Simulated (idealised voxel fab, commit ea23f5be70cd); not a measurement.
process module | voxel transistor to metal
cross-section cut | 165 nm wide | cells 5 nm
A cross-section is a grid of square cells, given in bands from the top down. A band is one or more rows of cells.
Each band's line starts with the height of the band's top and of its bottom, in nm. Then come its materials from left to right, each with its width in nm. One material with "throughout" fills the band from edge to edge. "air" is empty space.
Height 0 is the level under which the wafer as received is all one material. The lowest band goes on downwards, as in "0 down".
A width such as "30 to 40" changes by the same amount from each row of cells to the next, from the band's top row to its bottom row.
"no change" after a step means that no cell of the cross-section changed.
closed voids: empty space of 8 cells or more with no open way to the top, each as width x height at its distance from the left edge, in nm
after a step's settings: what the simulator itself notes on the step
overlay nm, on a step with a mask: how far to the right of its planned place the mask lay; to the left if negative
plan
1 op RECEIVE | material Si
2 op CONFORMAL_DEP | material SiO2 | thk nm 5
3 op CONFORMAL_DEP | material SiN | thk nm 10
4 op DIRECTIONAL_DEP | material aC | thk nm 15
5 op PATTERN | tone cover | mask id ACTIVE | material resist | width nm 95 | thk nm 30 | overlay nm 0
6 op DIRECTIONAL_ETCH | etch materials aC | depth nm 15
7 op STRIP | etch materials resist
8 op DIRECTIONAL_ETCH | etch materials SiN | depth nm 10
9 op DIRECTIONAL_ETCH | etch materials SiO2 | depth nm 5
10 op DIRECTIONAL_ETCH | etch materials Si | depth nm 20
11 op STRIP | etch materials aC
12 op OXIDIZE | depth nm 5
13 op FILL_DEP | material SiO2 | thk nm 15
14 op CMP | height nm 15
15 op SELECTIVE_ETCH | etch materials SiO2 | depth nm 5
16 op STRIP | etch materials SiN
17 op SELECTIVE_ETCH | etch materials SiO2 | depth nm 5
18 op OXIDIZE | depth nm 5
19 op DIRECTIONAL_DEP | material polySi | thk nm 20
20 op DIRECTIONAL_DEP | material SiCN | thk nm 15
21 op PATTERN | tone cover | mask id GATE | material resist | width nm 15 | thk nm 20 | overlay nm 0
22 op DIRECTIONAL_ETCH | etch materials SiCN | depth nm 25
23 op DIRECTIONAL_ETCH | etch materials polySi | depth nm 30
24 op STRIP | etch materials resist
25 op CONFORMAL_DEP | material SiN | thk nm 5
26 op DIRECTIONAL_ETCH | etch materials SiN | depth nm 5
27 op DIRECTIONAL_ETCH | etch materials SiO2 | depth nm 5
28 op EPI | material SiGe | thk nm 5
29 op FILL_DEP | material SiO2 | thk nm 10
30 op CMP | height nm 35
31 op DIRECTIONAL_DEP | material SiO2 | thk nm 10
32 op PATTERN | tone open | mask id CONTACT | material resist | width nm 20 | pitch nm 65 | thk nm 15 | overlay nm 0
33 op DIRECTIONAL_ETCH | etch materials SiO2 | depth nm 45
34 op STRIP | etch materials resist
35 op CONFORMAL_DEP | material TiN | thk nm 5
36 op FILL_DEP | material Ru | thk nm 5
37 op CMP | height nm 45
38 op DIRECTIONAL_DEP | material TiN | thk nm 5
39 op DIRECTIONAL_DEP | material Ru | thk nm 20
40 op MASKED_ETCH | tone cover | mask id METAL_1 | width nm 20 | pitch nm 65 | etch materials Ru | depth nm 20 | overlay nm 0
41 op MASKED_ETCH | tone cover | mask id METAL_1 | width nm 20 | pitch nm 65 | etch materials TiN | depth nm 5 | overlay nm 0
42 op FILL_DEP | material SiO2 | thk nm 10
43 op CMP | height nm 70
44 op CONFORMAL_DEP | material SiN | thk nm 5
as received, after step 1
  0 down: Si throughout
  closed voids: none
first wafer at the end, as planned
  75 to 70: SiN throughout
  70 to 50: SiO2 40 | Ru 20 | SiO2 45 | Ru 20 | SiO2 40
  50 to 45: SiO2 40 | TiN 20 | SiO2 45 | TiN 20 | SiO2 40
  45 to 35: SiO2 40 | TiN 5 | Ru 10 | TiN 5 | SiO2 45 | TiN 5 | Ru 10 | TiN 5 | SiO2 40
  35 to 20: SiO2 40 | TiN 5 | Ru 10 | TiN 5 | SiO2 10 | SiN 5 | SiCN 15 | SiN 5 | SiO2 10 | TiN 5 | Ru 10 | TiN 5 | SiO2 40
  20 to 5: SiO2 40 | TiN 5 | Ru 10 | TiN 5 | SiO2 10 | SiN 5 | polySi 15 | SiN 5 | SiO2 10 | TiN 5 | Ru 10 | TiN 5 | SiO2 40
  5 to 0: SiO2 30 | SiN 5 | SiO2 5 | TiN 20 | SiO2 10 | SiN 5 | polySi 15 | SiN 5 | SiO2 10 | TiN 20 | SiO2 5 | SiN 5 | SiO2 30
  0 to -5: SiO2 35 | SiGe 35 | SiO2 25 | SiGe 35 | SiO2 35
  -5 to -25: SiO2 40 | Si 85 | SiO2 40
  -25 down: Si throughout
  closed voids: none
second wafer at the end: like start, like plan, one mistake
  75 to 70: SiN throughout
  70 to 50: SiO2 40 | Ru 25 | SiO2 40 | Ru 25 | SiO2 35
  50 to 45: SiO2 40 | TiN 25 | SiO2 40 | TiN 25 | SiO2 35
  45 to 35: SiO2 40 | TiN 5 | Ru 10 | TiN 5 | SiO2 45 | TiN 5 | Ru 10 | TiN 5 | SiO2 40
  35 to 20: SiO2 40 | TiN 5 | Ru 10 | TiN 5 | SiO2 10 | SiN 5 | SiCN 15 | SiN 5 | SiO2 10 | TiN 5 | Ru 10 | TiN 5 | SiO2 40
  20 to 5: SiO2 40 | TiN 5 | Ru 10 | TiN 5 | SiO2 10 | SiN 5 | polySi 15 | SiN 5 | SiO2 10 | TiN 5 | Ru 10 | TiN 5 | SiO2 40
  5 to 0: SiO2 30 | SiN 5 | SiO2 5 | TiN 20 | SiO2 10 | SiN 5 | polySi 15 | SiN 5 | SiO2 10 | TiN 20 | SiO2 5 | SiN 5 | SiO2 30
  0 to -5: SiO2 35 | SiGe 35 | SiO2 25 | SiGe 35 | SiO2 35
  -5 to -25: SiO2 40 | Si 85 | SiO2 40
  -25 down: Si throughout
  closed voids: none
what went wrong: step 40 ran as: op MASKED_ETCH | tone cover | mask id METAL_1 | width nm 25 | pitch nm 65 | etch materials Ru | depth nm 20 | overlay nm 0
at the end the second wafer has, in cells: 8 more of Ru | 10 fewer of SiO2 | 2 more of TiN
